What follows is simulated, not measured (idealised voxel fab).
process module | voxel released beams
cross-section cut | 155 nm wide | cells 5 nm
A cross-section is a grid of square cells, given in bands from the top down. A band is one or more rows of cells.
Each band's line starts with the height of the band's top and of its bottom, in nm. Then come its materials from left to right, each with its width in nm. One material with "throughout" fills the band from edge to edge. "air" is empty space.
Height 0 is the level under which the wafer as received is all one material. The lowest band goes on downwards, as in "0 down".
A width such as "30 to 40" changes by the same amount from each row of cells to the next, from the band's top row to its bottom row.
"no change" after a step means that no cell of the cross-section changed.
closed voids: empty space of 8 cells or more with no open way to the top, each as width x height at its distance from the left edge, in nm
after a step's settings: what the simulator itself notes on the step
overlay nm, on a step with a mask: how far to the right of its planned place the mask lay; to the left if negative
plan
1 op RECEIVE | material Si
2 op CONFORMAL_DEP | material Al2O3 | thk nm 10
3 op DIRECTIONAL_DEP | material SiO2 | thk nm 10
4 op DIRECTIONAL_DEP | material aC | thk nm 15
5 op PATTERN | tone open | mask id ANCHOR | material resist | width nm 40 | thk nm 35 | overlay nm -15
6 op DIRECTIONAL_ETCH | etch materials aC | depth nm 15
7 op STRIP | etch materials resist
8 op DIRECTIONAL_ETCH | etch materials SiO2 | depth nm 10
9 op STRIP | etch materials aC
10 op CONFORMAL_DEP | material SiN | thk nm 15
11 op MASKED_ETCH | tone cover | mask id BEAM | width nm 90 | etch materials SiN | depth nm 15 | overlay nm 0
12 op STRIP | etch materials SiO2
varied across the wafers: overlay nm of step 5. The plan shows the first wafer's value. All wafers start alike
first wafer as received, after step 1
  0 down: Si throughout
  closed voids: none
first wafer at the end, after step 12
  35 to 25: air 30 | SiN 5 | air 10 | SiN 75 | air 35
  25 to 20: air 30 | SiN 90 | air 35
  20 to 10: air 20 | SiN 40 | air 95
  10 to 0: Al2O3 throughout
  0 down: Si throughout
  closed voids: none
last wafer at the end
  35 to 25: air 30 | SiN 35 | air 10 | SiN 45 | air 35
  25 to 20: air 30 | SiN 90 | air 35
  20 to 10: air 50 | SiN 40 | air 65
  10 to 0: Al2O3 throughout
  0 down: Si throughout
  closed voids: none
each wafer at the end: cells of each material gained (+) or lost (-) since it was received, then its closed voids
overlay nm -15 | +62 Al2O3 | +66 SiN | closed voids: none
overlay nm -10 | +62 Al2O3 | +66 SiN | closed voids: none
overlay nm -5 | +62 Al2O3 | +66 SiN | closed voids: none
overlay nm 0 | +62 Al2O3 | +66 SiN | closed voids: none
overlay nm 5 | +62 Al2O3 | +66 SiN | closed voids: none
overlay nm 10 | +62 Al2O3 | +66 SiN | closed voids: none
overlay nm 15 | +62 Al2O3 | +66 SiN | closed voids: none
